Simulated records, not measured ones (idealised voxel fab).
A process module follows: voxel wiring stack.
For reference, the cross-section in this document is cut, with width 160 nm and square cells of 5 nm.
How to read a cross-section here: the picture is a grid of square cells, written as bands going from the top down, and any band can span one or more rows of cells. The band entry comprises the height of the band's top followed by the height of its bottom, expressed in nm, and subsequently the band's materials from left to right, each stated together with its width in nm. Where a single material is marked with the word "everywhere", that material fills the band from edge to edge. The word "blank" represents empty space. Height reference: 0 = level under which incoming wafer is all one material. Lowest band: no bottom, runs on downward, e.g. "0..down". Per-row width for "30->40": begins at first number (top row of band), ends at second number (bottom row), increment between rows held constant. "left unchanged" (step): cross-section cells unchanged, all of them. "Fully enclosed voids" contains a list of empty spaces, each no smaller than 8 cells and without an open way to the top, written in the form width x height at distance with the distance from the left edge and all three in nm. What comes after the settings on a step's line is commentary from the simulator itself on that step. "overlay nm" answers the question of how far to the right of plan the mask lay on a step that has a mask, and when it is negative the answer is to the left.

Process steps foreseen in the plan:
- 1: RECEIVE | material Si
- 2: CONFORMAL_DEP | material SiO2 | thk nm 10
- 3: CONFORMAL_DEP | material SiN | thk nm 5
- 4: DIRECTIONAL_DEP | material SiO2 | thk nm 20
- 5: DIRECTIONAL_DEP | material aC | thk nm 15
- 6: PATTERN | tone open | mask id METAL_1 | material resist | width nm 25 | pitch nm 45 | thk nm 30 | overlay nm 0
- 7: DIRECTIONAL_ETCH | etch materials aC | depth nm 15
- 8: STRIP | etch materials resist
- 9: DIRECTIONAL_ETCH | etch materials SiO2 | depth nm 20
- 10: DIRECTIONAL_ETCH | etch materials SiN | depth nm 5
- 11: STRIP | etch materials aC
- 12: CONFORMAL_DEP | material TiN | thk nm 5
- 13: FILL_DEP | material Ru | thk nm 5
- 14: CMP | height nm 35
- 15: CONFORMAL_DEP | material SiCN | thk nm 5
- 16: DIRECTIONAL_DEP | material lowk | thk nm 20
- 17: DIRECTIONAL_DEP | material aC | thk nm 10
- 18: PATTERN | tone open | mask id PLUG_1 | material resist | width nm 15 | thk nm 30 | overlay nm 0
- 19: DIRECTIONAL_ETCH | etch materials aC | depth nm 10
- 20: STRIP | etch materials resist
- 21: DIRECTIONAL_ETCH | etch materials lowk | depth nm 20
- 22: DIRECTIONAL_ETCH | etch materials SiCN | depth nm 5
- 23: STRIP | etch materials aC
- 24: EPI | material Ru | thk nm 10
- 25: EPI | material Ru | thk nm 10
- 26: EPI | material Ru | thk nm 5
- 27: DIRECTIONAL_DEP | material TiN | thk nm 5
- 28: DIRECTIONAL_DEP | material Ru | thk nm 20
- 29: MASKED_ETCH | tone cover | mask id METAL_2 | width nm 25 | pitch nm 45 | etch materials Ru | depth nm 20 | overlay nm 0
- 30: MASKED_ETCH | tone cover | mask id METAL_2 | width nm 25 | pitch nm 45 | etch materials TiN | depth nm 5 | overlay nm 0
- 31: FILL_DEP | material SiO2 | thk nm 10
- 32: CMP | height nm 85
- 33: CONFORMAL_DEP | material SiCN | thk nm 5
- 34: DIRECTIONAL_DEP | material lowk | thk nm 35
- 35: DIRECTIONAL_DEP | material aC | thk nm 15
- 36: PATTERN | tone open | mask id METAL_3_HOLES | material resist | width nm 15 | thk nm 35 | overlay nm 0
- 37: DIRECTIONAL_ETCH | etch materials aC | depth nm 15
- 38: STRIP | etch materials resist
- 39: DIRECTIONAL_ETCH | etch materials lowk | depth nm 35
- 40: STRIP | etch materials aC
- 41: PATTERN | tone open | mask id METAL_3 | material resist | width nm 25 | pitch nm 45 | thk nm 20 | overlay nm 0
- 42: DIRECTIONAL_ETCH | etch materials lowk | depth nm 20
- 43: DIRECTIONAL_ETCH | etch materials SiCN | depth nm 5
- 44: STRIP | etch materials resist
- 45: CONFORMAL_DEP | material TiN | thk nm 5
- 46: FILL_DEP | material Cu | thk nm 10
- 47: CMP | height nm 125
- 48: CONFORMAL_DEP | material SiCN | thk nm 5

The cross-section here shows the wafer as received, i.e. in its state after step 1:
0..down  Si everywhere
Fully enclosed voids: none

One mistake in running the module, otherwise start and plan as above: cross-section at the end:
130..125  SiCN everywhere
125..110  lowk 45, then TiN 5, then Cu 15, then TiN 5, then lowk 20, then TiN 5, then Cu 15, then TiN 5, then lowk 45
110..105  lowk 45, then TiN 5, then Cu 5, then TiN 15, then lowk 20, then TiN 25, then lowk 45
105..90  lowk 45, then TiN 5, then Cu 5, then TiN 5, then lowk 100
90..85  SiCN 45, then TiN 15, then SiCN 100
85..65  SiO2 35, then Ru 25, then SiO2 20, then Ru 25, then SiO2 55
65..60  SiO2 35, then TiN 35, then SiO2 10, then TiN 35, then SiO2 45
60..40  lowk 45, then Ru 15, then lowk 100
40..35  SiCN 45, then Ru 15, then SiCN 100
35..15  SiO2 45, then TiN 5, then Ru 15, then TiN 5, then SiO2 20, then TiN 5, then Ru 15, then TiN 5, then SiO2 45
15..10  SiN 45, then TiN 25, then SiN 20, then TiN 25, then SiN 45
10..0  SiO2 everywhere
0..down  Si everywhere
Fully enclosed voids: none
Deviation noted in wafer processing: heads up, step 29 didn't go per plan, it actually ran as MASKED_ETCH | tone cover | mask id METAL_2 | width nm 25 | pitch nm 45 | etch materials Ru | depth nm 20 | overlay nm -10
